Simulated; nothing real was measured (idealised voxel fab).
Process module, titled voxel air gaps
Cross-sectional view cut (width: 170 nm; square cell size: 5 nm).
Cross-section, as written here: a square-cell grid given band by band from the top down, where a band holds one or more rows of cells. Heads up on the band format: heights come first, top then bottom, in nm. After that it's the materials left to right, each with its width in nm. A single material flagged "full width" fills the whole band edge to edge, and "empty" means there's empty space there. Ref level 0: as-received wafer is one material below here. Bottom band extends down with no lower bound ("0 down"). When a width is written as two numbers, as in "30..40", the first number is the width in the top row of cells of the band and the second is the width in its bottom row, and the width changes by the same amount from each row to the next. Take "nothing got changed" at face value: in the step it is given for, the cross-section changed in none of its cells. "Tabulated closed voids" enumerates empty spaces isolated from the top, with no open way to it, that contain at least 8 cells, giving each as width x height at distance from the left edge, all three in nm. Text after the settings on a step's line: the simulator's own remark on that step. Regarding "overlay nm": on a step with a mask, it is the distance the mask lay to the right of its planned place; a negative value places it to the left.

plan
| 1 | RECEIVE | material Si |
| 2 | CONFORMAL_DEP | material SiO2 | thk nm 10 |
| 3 | CONFORMAL_DEP | material SiN | thk nm 5 |
| 4 | DIRECTIONAL_DEP | material lowk | thk nm 40 |
| 5 | DIRECTIONAL_DEP | material aC | thk nm 10 |
| 6 | PATTERN | tone open | mask id LINES | material resist | width nm 20 | pitch nm 45 | thk nm 25 | overlay nm 0 |
| 7 | DIRECTIONAL_ETCH | etch materials aC | depth nm 10 |
| 8 | STRIP | etch materials resist |
| 9 | DIRECTIONAL_ETCH | etch materials lowk | depth nm 40 |
| 10 | STRIP | etch materials aC |
| 11 | CONFORMAL_DEP | material TiN | thk nm 5 |
| 12 | FILL_DEP | material Ru | thk nm 10 |
| 13 | CMP | height nm 55 |
| 14 | EPI | material Ru | thk nm 10 |
| 15 | SELECTIVE_ETCH | etch materials lowk | depth nm 50 |
| 16 | CONFORMAL_DEP | material SiCN | thk nm 5 |

Cross-section, incoming material, after step 1
  0 down: Si full width
  Tabulated closed voids: none

Figure: cross-sectional view of the wafer upon completion of the module, processed from the initial state and according to the plan depicted above, with one error introduced during execution
  70 to 65: SiCN full width
  65 to 55: Ru full width
  55 to 50: TiN=35 / Ru=10 / TiN=35 / Ru=10 / TiN=35 / Ru=10 / TiN=35
  50 to 15: lowk=30 / TiN=5 / Ru=10 / TiN=5 / lowk=25 / TiN=5 / Ru=10 / TiN=5 / lowk=25 / TiN=5 / Ru=10 / TiN=5 / lowk=30
  15 to 10: lowk=30 / TiN=20 / lowk=25 / TiN=20 / lowk=25 / TiN=20 / lowk=30
  10 to 0: SiO2 full width
  0 down: Si full width
  Tabulated closed voids: none
Processing error: step 3 of the plan was excluded from execution and never run
